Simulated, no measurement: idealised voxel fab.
You're looking at the process module voxel transistor to metal.
We display cut, a cross-section 185 nm in width whose square cells are each 5 nm.
A cross-section is a grid of square cells, given in bands from the top down. A band is one or more rows of cells.
Read a band's entry like this: the first values are the height of its top and the height of its bottom in nm, and what follows is the sequence of materials from left to right, each with its width in nm. Note that "blank" is empty space, and that a single material marked "all across" reaches across the band from edge to edge.
Beneath 0, the wafer as received is one material, and that level is where height counting begins. The lowest band goes on downward without a bottom; it is written like "0 nm and below".
Width spec "30 to 40" -> top row of cells at first value, bottom row at second value, equal per-row change in between.
For the purposes of this document, the phrase "nothing different" attached to a step denotes that no cell within the cross-section was modified by that step.
Entry "Completely sealed voids" = empty spaces >= 8 cells with no open way to the top; each as width x height at distance, distance from left edge, all nm.
If you see something after the settings on a step's line, that's the simulator's own remark about that step.
For masked steps, "overlay nm" on the step line gives how far right of plan the mask actually lay; a minus sign means it lay to the left.
Every pair from here on: before one process step, after it. The after cross-section reaches only to the lowest band that changed. Below the pair: the step in between and its settings. Pairs can belong to different runs of this module on the same starting wafer; a pair carries on from the pair above only if the entry headed "Geometry before processing" says so.
Geometry before processing:
35 nm to 25 nm = 60 of blank, then 10 of SiN, then 5 of SiO2, then 30 of SiCN, then 5 of SiO2, then 10 of SiN, then 65 of blank
25 nm to 0 nm = 60 of blank, then 10 of SiN, then 5 of SiO2, then 30 of polySi, then 5 of SiO2, then 10 of SiN, then 65 of blank
0 nm to -5 nm = 15 of blank, then 10 of SiN, then 130 of SiO2, then 10 of SiN, then 20 of blank
-5 nm to -10 nm = 35 of SiO2, then 110 of Si, then 40 of SiO2
-10 nm and below = Si all across
Completely sealed voids: none
After:
35 nm to 30 nm = 60 of blank, then 10 of SiN, then 5 of blank, then 30 of SiCN, then 5 of blank, then 10 of SiN, then 65 of blank
30 nm to 25 nm = 60 of blank, then 10 of SiN, then 5 of SiO2, then 30 of SiCN, then 5 of SiO2, then 10 of SiN, then 65 of blank
25 nm to 0 nm = 60 of blank, then 10 of SiN, then 5 of SiO2, then 30 of polySi, then 5 of SiO2, then 10 of SiN, then 65 of blank
0 nm to -5 nm = 15 of blank, then 10 of SiN, then 35 of blank, then 60 of SiO2, then 35 of blank, then 10 of SiN, then 20 of blank
-5 nm to -10 nm = 15 of blank, then 20 of SiO2, then 110 of Si, then 20 of SiO2, then 20 of blank
Whatever lies below -10 is exactly as it was before.
Completely sealed voids: none
Which process step falls between the two cross-sections above? DIRECTIONAL_ETCH, etch materials SiO2, depth nm 5
Geometry before processing: see preceding pair, after cross-section.
After:
35 nm to 30 nm = 60 of blank, then 10 of SiN, then 5 of blank, then 30 of SiCN, then 5 of blank, then 10 of SiN, then 65 of blank
30 nm to 25 nm = 60 of blank, then 10 of SiN, then 5 of SiO2, then 30 of SiCN, then 5 of SiO2, then 10 of SiN, then 65 of blank
25 nm to 0 nm = 60 of blank, then 10 of SiN, then 5 of SiO2, then 30 of polySi, then 5 of SiO2, then 10 of SiN, then 65 of blank
0 nm to -5 nm = 15 of blank, then 10 of SiN, then 35 of blank, then 60 of SiO2, then 35 of blank, then 10 of SiN, then 20 of blank
-5 nm to -10 nm = 15 of blank, then 20 of SiO2, then 25 of blank, then 60 of Si, then 25 of blank, then 20 of SiO2, then 20 of blank
-10 nm to -15 nm = 15 of blank, then 150 of Si, then 20 of blank
Whatever lies below -15 is exactly as it was before.
Completely sealed voids: none
Which process step falls between the two cross-sections above? DIRECTIONAL_ETCH, etch materials Si, depth nm 5
Geometry before processing: see preceding pair, after cross-section.
After:
35 nm to 30 nm = 60 of blank, then 10 of SiN, then 5 of blank, then 30 of SiCN, then 5 of blank, then 10 of SiN, then 65 of blank
30 nm to 25 nm = 60 of blank, then 10 of SiN, then 5 of SiO2, then 30 of SiCN, then 5 of SiO2, then 10 of SiN, then 65 of blank
25 nm to 0 nm = 60 of blank, then 10 of SiN, then 5 of SiO2, then 30 of polySi, then 5 of SiO2, then 10 of SiN, then 65 of blank
0 nm to -5 nm = 15 of blank, then 10 of SiN, then 30 of blank, then 5 of pSi, then 60 of SiO2, then 5 of pSi, then 30 of blank, then 10 of SiN, then 20 of blank
-5 nm to -10 nm = 10 of blank, then 5 of pSi, then 20 of SiO2, then 25 of pSi, then 60 of Si, then 25 of pSi, then 20 of SiO2, then 5 of pSi, then 15 of blank
-10 nm to -15 nm = 15 of pSi, then 150 of Si, then 20 of pSi
Whatever lies below -15 is exactly as it was before.
Completely sealed voids: none
Which process step falls between the two cross-sections above? EPI, material pSi, thk nm 5
Geometry before processing: see preceding pair, after cross-section.
After:
45 nm to 35 nm = SiO2 all across
35 nm to 25 nm = 60 of SiO2, then 10 of SiN, then 5 of SiO2, then 30 of SiCN, then 5 of SiO2, then 10 of SiN, then 65 of SiO2
25 nm to 0 nm = 60 of SiO2, then 10 of SiN, then 5 of SiO2, then 30 of polySi, then 5 of SiO2, then 10 of SiN, then 65 of SiO2
0 nm to -5 nm = 15 of SiO2, then 10 of SiN, then 30 of SiO2, then 5 of pSi, then 60 of SiO2, then 5 of pSi, then 30 of SiO2, then 10 of SiN, then 20 of SiO2
-5 nm to -10 nm = 10 of SiO2, then 5 of pSi, then 20 of SiO2, then 25 of pSi, then 60 of Si, then 25 of pSi, then 20 of SiO2, then 5 of pSi, then 15 of SiO2
Whatever lies below -10 is exactly as it was before.
Completely sealed voids: none
Which process step falls between the two cross-sections above? FILL_DEP, material SiO2, thk nm 10
Geometry before processing: see preceding pair, after cross-section.
After:
20 nm to 0 nm = 60 of SiO2, then 10 of SiN, then 5 of SiO2, then 30 of polySi, then 5 of SiO2, then 10 of SiN, then 65 of SiO2
Whatever lies below 0 is exactly as it was before.
Completely sealed voids: none
Which process step falls between the two cross-sections above? CMP, height nm 20
Geometry before processing: see preceding pair, after cross-section.
After:
20 nm to 0 nm = 60 of SiO2, then 10 of SiN, then 5 of SiO2, then 30 of blank, then 5 of SiO2, then 10 of SiN, then 65 of SiO2
Whatever lies below 0 is exactly as it was before.
Completely sealed voids: none
Which process step falls between the two cross-sections above? STRIP, etch materials polySi
Geometry before processing: see preceding pair, after cross-section.
After:
20 nm to 15 nm = 60 of blank, then 10 of SiN, then 40 of blank, then 10 of SiN, then 65 of blank
15 nm to 0 nm = 60 of SiO2, then 10 of SiN, then 40 of blank, then 10 of SiN, then 65 of SiO2
0 nm to -5 nm = 15 of SiO2, then 10 of SiN, then 30 of SiO2, then 5 of pSi, then 10 of SiO2, then 40 of blank, then 10 of SiO2, then 5 of pSi, then 30 of SiO2, then 10 of SiN, then 20 of SiO2
Whatever lies below -5 is exactly as it was before.
Completely sealed voids: none
Which process step falls between the two cross-sections above? SELECTIVE_ETCH, etch materials SiO2, depth nm 5
Geometry before processing: see preceding pair, after cross-section.
After:
25 nm to 20 nm = 55 of blank, then 20 of HfO2, then 30 of blank, then 20 of HfO2, then 60 of blank
20 nm to 15 nm = 60 of HfO2, then 10 of SiN, then 5 of HfO2, then 30 of blank, then 5 of HfO2, then 10 of SiN, then 65 of HfO2
15 nm to 0 nm = 60 of SiO2, then 10 of SiN, then 5 of HfO2, then 30 of blank, then 5 of HfO2, then 10 of SiN, then 65 of SiO2
0 nm to -5 nm = 15 of SiO2, then 10 of SiN, then 30 of SiO2, then 5 of pSi, then 10 of SiO2, then 40 of HfO2, then 10 of SiO2, then 5 of pSi, then 30 of SiO2, then 10 of SiN, then 20 of SiO2
Whatever lies below -5 is exactly as it was before.
Completely sealed voids: none
Which process step falls between the two cross-sections above? CONFORMAL_DEP, material HfO2, thk nm 5
Geometry before processing: see preceding pair, after cross-section.
After:
30 nm to 25 nm = 50 of blank, then 30 of TiN, then 20 of blank, then 30 of TiN, then 55 of blank
25 nm to 20 nm = 55 of TiN, then 20 of HfO2, then 5 of TiN, then 20 of blank, then 5 of TiN, then 20 of HfO2, then 60 of TiN
20 nm to 15 nm = 60 of HfO2, then 10 of SiN, then 5 of HfO2, then 5 of TiN, then 20 of blank, then 5 of TiN, then 5 of HfO2, then 10 of SiN, then 65 of HfO2
15 nm to 5 nm = 60 of SiO2, then 10 of SiN, then 5 of HfO2, then 5 of TiN, then 20 of blank, then 5 of TiN, then 5 of HfO2, then 10 of SiN, then 65 of SiO2
5 nm to 0 nm = 60 of SiO2, then 10 of SiN, then 5 of HfO2, then 30 of TiN, then 5 of HfO2, then 10 of SiN, then 65 of SiO2
Whatever lies below 0 is exactly as it was before.
Completely sealed voids: none
Which process step falls between the two cross-sections above? CONFORMAL_DEP, material TiN, thk nm 5
Geometry before processing: see preceding pair, after cross-section.
After:
35 nm to 30 nm = W all across
30 nm to 25 nm = 50 of W, then 30 of TiN, then 20 of W, then 30 of TiN, then 55 of W
25 nm to 20 nm = 55 of TiN, then 20 of HfO2, then 5 of TiN, then 20 of W, then 5 of TiN, then 20 of HfO2, then 60 of TiN
20 nm to 15 nm = 60 of HfO2, then 10 of SiN, then 5 of HfO2, then 5 of TiN, then 20 of W, then 5 of TiN, then 5 of HfO2, then 10 of SiN, then 65 of HfO2
15 nm to 5 nm = 60 of SiO2, then 10 of SiN, then 5 of HfO2, then 5 of TiN, then 20 of W, then 5 of TiN, then 5 of HfO2, then 10 of SiN, then 65 of SiO2
Whatever lies below 5 is exactly as it was before.
Completely sealed voids: none
Which process step falls between the two cross-sections above? FILL_DEP, material W, thk nm 5
Geometry before processing: see preceding pair, after cross-section.
After:
15 nm to 5 nm = 60 of SiO2, then 10 of SiN, then 5 of HfO2, then 5 of TiN, then 20 of W, then 5 of TiN, then 5 of HfO2, then 10 of SiN, then 65 of SiO2
Whatever lies below 5 is exactly as it was before.
Completely sealed voids: none
Which process step falls between the two cross-sections above? CMP, height nm 15
Geometry before processing: see preceding pair, after cross-section.
After:
25 nm to 15 nm = SiO2 all across
Whatever lies below 15 is exactly as it was before.
Completely sealed voids: none
Which process step falls between the two cross-sections above? DIRECTIONAL_DEP, material SiO2, thk nm 10
Geometry before processing: see preceding pair, after cross-section.
After:
45 nm to 25 nm = 35 of resist, then 20 of blank, then 70 of resist, then 20 of blank, then 40 of resist
Whatever lies below 25 is exactly as it was before.
Completely sealed voids: none
Which process step falls between the two cross-sections above? PATTERN, tone open, mask id CONTACT, material resist, width nm 20, pitch nm 90, thk nm 20, overlay nm 0
Geometry before processing: see preceding pair, after cross-section.
After:
45 nm to 25 nm = 35 of resist, then 20 of blank, then 70 of resist, then 20 of blank, then 40 of resist
25 nm to 15 nm = 35 of SiO2, then 20 of blank, then 70 of SiO2, then 20 of blank, then 40 of SiO2
15 nm to 5 nm = 35 of SiO2, then 20 of blank, then 5 of SiO2, then 10 of SiN, then 5 of HfO2, then 5 of TiN, then 20 of W, then 5 of TiN, then 5 of HfO2, then 10 of SiN, then 5 of SiO2, then 20 of blank, then 40 of SiO2
5 nm to 0 nm = 35 of SiO2, then 20 of blank, then 5 of SiO2, then 10 of SiN, then 5 of HfO2, then 30 of TiN, then 5 of HfO2, then 10 of SiN, then 5 of SiO2, then 20 of blank, then 40 of SiO2
0 nm to -5 nm = 15 of SiO2, then 10 of SiN, then 10 of SiO2, then 20 of blank, then 5 of pSi, then 10 of SiO2, then 40 of HfO2, then 10 of SiO2, then 5 of pSi, then 20 of blank, then 10 of SiO2, then 10 of SiN, then 20 of SiO2
Whatever lies below -5 is exactly as it was before.
Completely sealed voids: none
Which process step falls between the two cross-sections above? DIRECTIONAL_ETCH, etch materials SiO2, depth nm 35
Geometry before processing: see preceding pair, after cross-section.
After:
25 nm to 15 nm = 35 of SiO2, then 20 of blank, then 70 of SiO2, then 20 of blank, then 40 of SiO2
Whatever lies below 15 is exactly as it was before.
Completely sealed voids: none
Which process step falls between the two cross-sections above? STRIP, etch materials resist
Geometry before processing: see preceding pair, after cross-section.
After:
30 nm to 25 nm = 40 of TiN, then 10 of blank, then 80 of TiN, then 10 of blank, then 45 of TiN
25 nm to 15 nm = 35 of SiO2, then 5 of TiN, then 10 of blank, then 5 of TiN, then 70 of SiO2, then 5 of TiN, then 10 of blank, then 5 of TiN, then 40 of SiO2
15 nm to 5 nm = 35 of SiO2, then 5 of TiN, then 10 of blank, then 5 of TiN, then 5 of SiO2, then 10 of SiN, then 5 of HfO2, then 5 of TiN, then 20 of W, then 5 of TiN, then 5 of HfO2, then 10 of SiN, then 5 of SiO2, then 5 of TiN, then 10 of blank, then 5 of TiN, then 40 of SiO2
5 nm to 0 nm = 35 of SiO2, then 5 of TiN, then 10 of blank, then 5 of TiN, then 5 of SiO2, then 10 of SiN, then 5 of HfO2, then 30 of TiN, then 5 of HfO2, then 10 of SiN, then 5 of SiO2, then 5 of TiN, then 10 of blank, then 5 of TiN, then 40 of SiO2
0 nm to -5 nm = 15 of SiO2, then 10 of SiN, then 10 of SiO2, then 20 of TiN, then 5 of pSi, then 10 of SiO2, then 40 of HfO2, then 10 of SiO2, then 5 of pSi, then 20 of TiN, then 10 of SiO2, then 10 of SiN, then 20 of SiO2
Whatever lies below -5 is exactly as it was before.
Completely sealed voids: none
Which process step falls between the two cross-sections above? CONFORMAL_DEP, material TiN, thk nm 5
Geometry before processing: see preceding pair, after cross-section.
After:
35 nm to 30 nm = Ru all across
30 nm to 25 nm = 40 of TiN, then 10 of Ru, then 80 of TiN, then 10 of Ru, then 45 of TiN
25 nm to 15 nm = 35 of SiO2, then 5 of TiN, then 10 of Ru, then 5 of TiN, then 70 of SiO2, then 5 of TiN, then 10 of Ru, then 5 of TiN, then 40 of SiO2
15 nm to 5 nm = 35 of SiO2, then 5 of TiN, then 10 of Ru, then 5 of TiN, then 5 of SiO2, then 10 of SiN, then 5 of HfO2, then 5 of TiN, then 20 of W, then 5 of TiN, then 5 of HfO2, then 10 of SiN, then 5 of SiO2, then 5 of TiN, then 10 of Ru, then 5 of TiN, then 40 of SiO2
5 nm to 0 nm = 35 of SiO2, then 5 of TiN, then 10 of Ru, then 5 of TiN, then 5 of SiO2, then 10 of SiN, then 5 of HfO2, then 30 of TiN, then 5 of HfO2, then 10 of SiN, then 5 of SiO2, then 5 of TiN, then 10 of Ru, then 5 of TiN, then 40 of SiO2
Whatever lies below 0 is exactly as it was before.
Completely sealed voids: none
Which process step falls between the two cross-sections above? FILL_DEP, material Ru, thk nm 5
Geometry before processing: see preceding pair, after cross-section.
After:
25 nm to 15 nm = 35 of SiO2, then 5 of TiN, then 10 of Ru, then 5 of TiN, then 70 of SiO2, then 5 of TiN, then 10 of Ru, then 5 of TiN, then 40 of SiO2
Whatever lies below 15 is exactly as it was before.
Completely sealed voids: none
Which process step falls between the two cross-sections above? CMP, height nm 25
Geometry before processing: see preceding pair, after cross-section.
After:
30 nm to 25 nm = TiN all across
Whatever lies below 25 is exactly as it was before.
Completely sealed voids: none
Which process step falls between the two cross-sections above? DIRECTIONAL_DEP, material TiN, thk nm 5
Geometry before processing: see preceding pair, after cross-section.
After:
50 nm to 30 nm = Ru all across
Whatever lies below 30 is exactly as it was before.
Completely sealed voids: none
Which process step falls between the two cross-sections above? DIRECTIONAL_DEP, material Ru, thk nm 20
Geometry before processing: see preceding pair, after cross-section.
After:
50 nm to 30 nm = 35 of blank, then 20 of Ru, then 70 of blank, then 20 of Ru, then 40 of blank
Whatever lies below 30 is exactly as it was before.
Completely sealed voids: none
Which process step falls between the two cross-sections above? MASKED_ETCH, tone cover, mask id METAL_1, width nm 20, pitch nm 90, etch materials Ru, depth nm 20, overlay nm 0
Geometry before processing: see preceding pair, after cross-section.
After:
50 nm to 30 nm = 35 of blank, then 20 of Ru, then 70 of blank, then 20 of Ru, then 40 of blank
30 nm to 25 nm = 35 of blank, then 20 of TiN, then 70 of blank, then 20 of TiN, then 40 of blank
Whatever lies below 25 is exactly as it was before.
Completely sealed voids: none
Which process step falls between the two cross-sections above? MASKED_ETCH, tone cover, mask id METAL_1, width nm 20, pitch nm 90, etch materials TiN, depth nm 5, overlay nm 0
Geometry before processing: see preceding pair, after cross-section.
After:
55 nm to 50 nm = SiO2 all across
50 nm to 30 nm = 35 of SiO2, then 20 of Ru, then 70 of SiO2, then 20 of Ru, then 40 of SiO2
30 nm to 25 nm = 35 of SiO2, then 20 of TiN, then 70 of SiO2, then 20 of TiN, then 40 of SiO2
Whatever lies below 25 is exactly as it was before.
Completely sealed voids: none
Which process step falls between the two cross-sections above? FILL_DEP, material SiO2, thk nm 5
Geometry before processing: see preceding pair, after cross-section.
After:
50 nm to 30 nm = 35 of SiO2, then 20 of Ru, then 70 of SiO2, then 20 of Ru, then 40 of SiO2
Whatever lies below 30 is exactly as it was before.
Completely sealed voids: none
Which process step falls between the two cross-sections above? CMP, height nm 50
Geometry before processing: see preceding pair, after cross-section.
After:
55 nm to 50 nm = SiN all across
Whatever lies below 50 is exactly as it was before.
Completely sealed voids: none
Which process step falls between the two cross-sections above? CONFORMAL_DEP, material SiN, thk nm 5
